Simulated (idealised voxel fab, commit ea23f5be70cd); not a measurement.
Module name: voxel fin reveal (process module)
In the cross-section labelled cut, the width is 255 nm and each square cell is 5 nm.
The cross-sections in this document take the form of a grid made of square cells. They are written out as bands, in order from top to bottom. Each band consists of one or more rows of cells.
Band: top and bottom heights (nm) first, top before bottom; then materials from left to right, widths in nm. "all across" marks a sole material filling the band edge to edge. "empty" denotes empty space.
Note: height 0 marks the level under which the wafer is uniformly one material as received. Lowest band unbounded below, written "0 nm and below".
Width "30 to 40": first value at the band's top row of cells, second value at its bottom row, equal change from row to row.
"identical to before" means the step left every cell of the cross-section as it was.
Enclosed voids (no open way to top), threshold 8 cells or more, entry "Closed voids list", notation width x height at distance, distance from left edge, nm.
On a step's line, text after the settings is the simulator commenting on that step.
The optional step-line setting "overlay nm" applies to steps with a mask and quantifies how far to the right of its planned location the mask lay, a negative value indicating leftward placement.
HERE'S WHAT THE PLANNED PROCESS STEPS LOOK LIKE
1 RECEIVE (material Si)
2 CONFORMAL_DEP (material SiN; thk nm 5)
3 PATTERN (tone cover; mask id FINS; material resist; width nm 15; pitch nm 45; thk nm 15; overlay nm 0)
4 DIRECTIONAL_ETCH (etch materials SiN; depth nm 5)
5 DIRECTIONAL_ETCH (etch materials Si; depth nm 30)
6 STRIP (etch materials resist)
7 FILL_DEP (material SiO2; thk nm 5)
8 CMP (height nm 5)
9 SELECTIVE_ETCH (etch materials SiO2; depth nm 15)
10 STRIP (etch materials SiN)
WAFER CROSS-SECTION ON RECEIPT, I.E. AFTER STEP 1
    0 nm and below  Si all across
    Closed voids list: none
THE FOLLOWING CROSS-SECTION DEPICTS THE WAFER UPON CONCLUSION OF THE MODULE. PROCESSING COMMENCED FROM THE STARTING CONDITION ILLUSTRATED ABOVE AND ADHERED TO THE PLAN ILLUSTRATED ABOVE, SAVE FOR ONE MISTAKE IN EXECUTION
    5 nm to 0 nm  empty 50  SiN 15  empty 30  SiN 15  empty 30  SiN 15  empty 30  SiN 15  empty 55
    0 nm to -10 nm  empty 50  Si 15  empty 30  Si 15  empty 30  Si 15  empty 30  Si 15  empty 55
    -10 nm to -30 nm  SiO2 50  Si 15  SiO2 30  Si 15  SiO2 30  Si 15  SiO2 30  Si 15  SiO2 55
    -30 nm and below  Si all across
    Closed voids list: none
Plan not followed: yeah, step 10 of the plan got skipped, never ran
